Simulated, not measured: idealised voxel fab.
The name of this process module is voxel double patterning.
Displayed cross-section: cut, width of 230 nm, square cells sized 5 nm.
When this document writes out a cross-section, it uses a grid of square cells and lists it as bands, beginning at the top and moving down, with a band standing for one or more rows of cells. A band entry consists of two parts. The first gives the height of the band's top and the height of its bottom, in nm. The rest lists the band's materials from left to right, each with its width in nm. A single material labelled with the word "everywhere" fills the band from edge to edge, and the word "empty" marks empty space. Heights are expressed relative to 0, this being the level below which the as-received wafer comprises one material exclusively. The lowest band is unbounded in the downward direction and is denoted as in "from 0 down". Top row gets the first number, bottom row gets the second, and each row in between changes by the same step: that is how a band width like "30->40" works. Take "remained the same" at face value: in the step it is given for, the cross-section changed in none of its cells. Entry "Closed void entries". Content: empty spaces with no open connection to the top, size 8 cells or greater. Each: width x height at distance. Distance: from left edge. Unit: nm. It should be noted that, on the line of a given step, the content following the step's settings is a remark produced by the simulator itself with respect to that step. A step's line can hold "overlay nm"; with a mask on that step, the setting says how far right of the planned place the mask lay, while a negative setting says it lay to the left.

# Process steps - plan
1,RECEIVE (material Si)
2,CONFORMAL_DEP (material SiN; thk nm 5)
3,DIRECTIONAL_DEP (material SiO2; thk nm 15)
4,DIRECTIONAL_DEP (material SiCN; thk nm 10)
5,PATTERN (tone open; mask id FIRST; material resist; width nm 15; pitch nm 50; thk nm 15; overlay nm 0)
6,DIRECTIONAL_ETCH (etch materials SiCN; depth nm 10)
7,STRIP (etch materials resist)
8,PATTERN (tone open; mask id SECOND; material resist; width nm 15; pitch nm 50; thk nm 20; overlay nm 0)
9,DIRECTIONAL_ETCH (etch materials SiCN; depth nm 10)
10,STRIP (etch materials resist)
11,DIRECTIONAL_ETCH (etch materials SiO2; depth nm 15)
12,STRIP (etch materials SiCN)

# Wafer at receipt (post step 1), cross-section
> from 0 down = Si everywhere
> Closed void entries: none

# Sectioned view, first of two wafers, at the close of the module, processed as intended in the plan
> from 20 to 5 = SiO2 (55), empty (15), SiO2 (10), empty (15), SiO2 (10), empty (15), SiO2 (10), empty (15), SiO2 (10), empty (15), SiO2 (60)
> from 5 to 0 = SiN everywhere
> from 0 down = Si everywhere
> Closed void entries: none

# Cross-section at end of module for the second wafer of two, which matched the first in starting point and plan and differed by one mistake in its processing
> from 15 to 0 = SiO2 (55), empty (15), SiO2 (10), empty (15), SiO2 (10), empty (15), SiO2 (10), empty (15), SiO2 (10), empty (15), SiO2 (60)
> from 0 down = Si everywhere
> Closed void entries: none
It is concluded that the wafer was processed incorrectly with respect to the plan, in that step 2 was dropped from the plan's execution and never run
In the final state, the cell counts of the second wafer exceed or fall short of those of the first for the following materials: 46 fewer of SiN
